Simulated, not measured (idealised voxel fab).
Process module name: voxel self aligned contacts
In the cross-section labelled cut, the width is 300 nm and each square cell is 5 nm.
In this document a cross-section is written as a grid of square cells. It is given as a series of bands, listed from the top down, and a band is one or more rows of cells. Top, bottom (nm), then materials left to right with widths (nm); lone material tagged "throughout" fills the whole band edge to edge; "empty" = empty space. Note: height 0 marks the level under which the wafer is uniformly one material as received. Lowest band unbounded below, written "0 and below". Think of "30 to 40" as a width that walks from the first number to the second as you go down the band, top row to bottom row, taking equal-sized steps from row to row. It should be understood that the words "nothing different", when stated for a given step, signify that the cross-section underwent no change in any of its cells during that step. What "Cavities, closed" gives you is every empty space of 8 cells or more that is cut off from the top. Each appears as width x height at distance, with the distance taken from the left edge and width, height and distance all in nm. Heads up: the bit after the settings on a step's line is the simulator's remark on that step. "overlay nm" denotes, for a step that has a mask, the displacement of the mask to the right of its planned place, with negative values corresponding to the left.
# Steps planned for the process
1) RECEIVE | material Si
2) CONFORMAL_DEP | material SiO2 | thk nm 5
3) DIRECTIONAL_DEP | material polySi | thk nm 20
4) DIRECTIONAL_DEP | material SiN | thk nm 25
5) MASKED_ETCH | tone cover | mask id GATE | width nm 30 | pitch nm 75 | etch materials SiN | depth nm 25 | overlay nm 0
6) MASKED_ETCH | tone cover | mask id GATE | width nm 30 | pitch nm 75 | etch materials polySi | depth nm 20 | overlay nm 0
7) CONFORMAL_DEP | material SiN | thk nm 10
8) DIRECTIONAL_ETCH | etch materials SiN | depth nm 10
9) FILL_DEP | material SiO2 | thk nm 15
10) CMP | height nm 60
11) DIRECTIONAL_DEP | material aC | thk nm 15
12) PATTERN | tone open | mask id CONTACT | material resist | width nm 55 | thk nm 30 | overlay nm 0
13) DIRECTIONAL_ETCH | etch materials aC | depth nm 15
14) STRIP | etch materials resist
15) DIRECTIONAL_ETCH | etch materials SiO2 | depth nm 60
16) STRIP | etch materials aC
17) CONFORMAL_DEP | material TiN | thk nm 5
18) FILL_DEP | material W | thk nm 10
19) CMP | height nm 60
20) CONFORMAL_DEP | material SiN | thk nm 5
# Received-state cross-section, reflecting completion of step 1
    0 and below = Si throughout
    Cavities, closed: none
# Module complete - cross-section of the first of two wafers, run according to plan
    65 down to 60 = SiN throughout
    60 down to 50 = SiO2 120 nm | TiN 5 to 20 nm | W 45 to 15 nm | TiN 5 to 20 nm | SiO2 125 nm
    50 down to 25 = SiO2 85 nm | SiN 50 nm | TiN 5 nm | W 15 nm | TiN 5 nm | SiN 50 nm | SiO2 90 nm
    25 down to 5 = SiO2 85 nm | SiN 10 nm | polySi 30 nm | SiN 10 nm | TiN 5 nm | W 15 nm | TiN 5 nm | SiN 10 nm | polySi 30 nm | SiN 10 nm | SiO2 90 nm
    5 down to 0 = SiO2 135 nm | TiN 25 nm | SiO2 140 nm
    0 and below = Si throughout
    Cavities, closed: none
# Second wafer cross-section at end of module - shared start and plan with the first, one mistake in the run
    65 down to 60 = SiN throughout
    60 down to 50 = SiO2 125 nm | TiN 5 to 15 nm | W 35 to 15 nm | TiN 5 to 15 nm | SiO2 130 nm
    50 down to 25 = SiO2 85 nm | SiN 50 nm | TiN 5 nm | W 15 nm | TiN 5 nm | SiN 50 nm | SiO2 90 nm
    25 down to 5 = SiO2 85 nm | SiN 10 nm | polySi 30 nm | SiN 10 nm | TiN 5 nm | W 15 nm | TiN 5 nm | SiN 10 nm | polySi 30 nm | SiN 10 nm | SiO2 90 nm
    5 down to 0 = SiO2 135 nm | TiN 25 nm | SiO2 140 nm
    0 and below = Si throughout
    Cavities, closed: none
What broke from the plan during processing? step 12 was not run as planned; what actually ran was PATTERN | tone open | mask id CONTACT | material resist | width nm 45 | thk nm 30 | overlay nm 0
Cell-count delta at end, second wafer over first, by material: +4 SiO2; -2 TiN; -2 W
